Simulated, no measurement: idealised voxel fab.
Process module under the name voxel air gaps
The figure presents cross-section cut, which has a width of 155 nm and is divided into square cells with an edge length of 5 nm.
A cross-section is written here as square cells arranged in a grid, and it is given in bands from the top down, each band taking up one or more rows of cells. Band entry format. Leading values: height of top, height of bottom, nm. Remainder: materials in left-to-right order, each with its width in nm. Special words: "all across" on a single material, which then fills the band edge to edge; "blank", empty space. Ref level 0: as-received wafer is one material below here. Bottom band extends down with no lower bound ("0 -> down"). Think of "30..40" as a width that walks from the first number to the second as you go down the band, top row to bottom row, taking equal-sized steps from row to row. "everything unchanged" for a step: no cell of the cross-section changed in that step. Any empty space of 8 cells or more lacking an open way to the top shows up in "Sealed void listing" as width x height at distance, distance from the left edge, in nm. Read whatever lies past the settings on a step's line as the simulator's own remark about the step. overlay nm: how far to the right of its planned place the mask lay on this masked step (negative: to the left).

Set out below are the planned steps of the process:
- 1: RECEIVE,material Si
- 2: CONFORMAL_DEP,material SiO2,thk nm 10
- 3: CONFORMAL_DEP,material SiN,thk nm 5
- 4: DIRECTIONAL_DEP,material SiO2,thk nm 30
- 5: DIRECTIONAL_DEP,material aC,thk nm 10
- 6: PATTERN,tone open,mask id LINES,material resist,width nm 15,pitch nm 45,thk nm 30,overlay nm 0
- 7: DIRECTIONAL_ETCH,etch materials aC,depth nm 10
- 8: STRIP,etch materials resist
- 9: DIRECTIONAL_ETCH,etch materials SiO2,depth nm 30
- 10: STRIP,etch materials aC
- 11: CONFORMAL_DEP,material TiN,thk nm 5
- 12: FILL_DEP,material Ru,thk nm 5
- 13: CMP,height nm 45
- 14: EPI,material Ru,thk nm 10
- 15: SELECTIVE_ETCH,etch materials SiO2,depth nm 40
- 16: CONFORMAL_DEP,material SiCN,thk nm 5
What sets these wafers apart? The width nm at step 6. They all start alike, and the plan carries the first wafer's value.

Cross-section: the first of several wafers in its as-received state, i.e. following step 1:
* 0 -> down = Si all across
* Sealed void listing: none

Below is a per-wafer table. In it, each row describes the wafer at the end of the module by giving, for each material, the number of cells gained (+) or lost (-) since the wafer was received, and after that the closed voids of the wafer:
width nm 15; +57 Ru; +103 SiCN; +31 SiN; +62 SiO2; +39 TiN; Sealed void listing: 20 x 20 at 45; 20 x 20 at 90
width nm 20; +78 Ru; +95 SiCN; +31 SiN; +62 SiO2; +42 TiN; Sealed void listing: 15 x 20 at 45; 15 x 20 at 90
width nm 25; +99 Ru; +55 SiCN; +31 SiN; +110 SiO2; +45 TiN; Sealed void listing: none
width nm 30; +116 Ru; +55 SiCN; +31 SiN; +98 SiO2; +48 TiN; Sealed void listing: 10 x 20 at 0
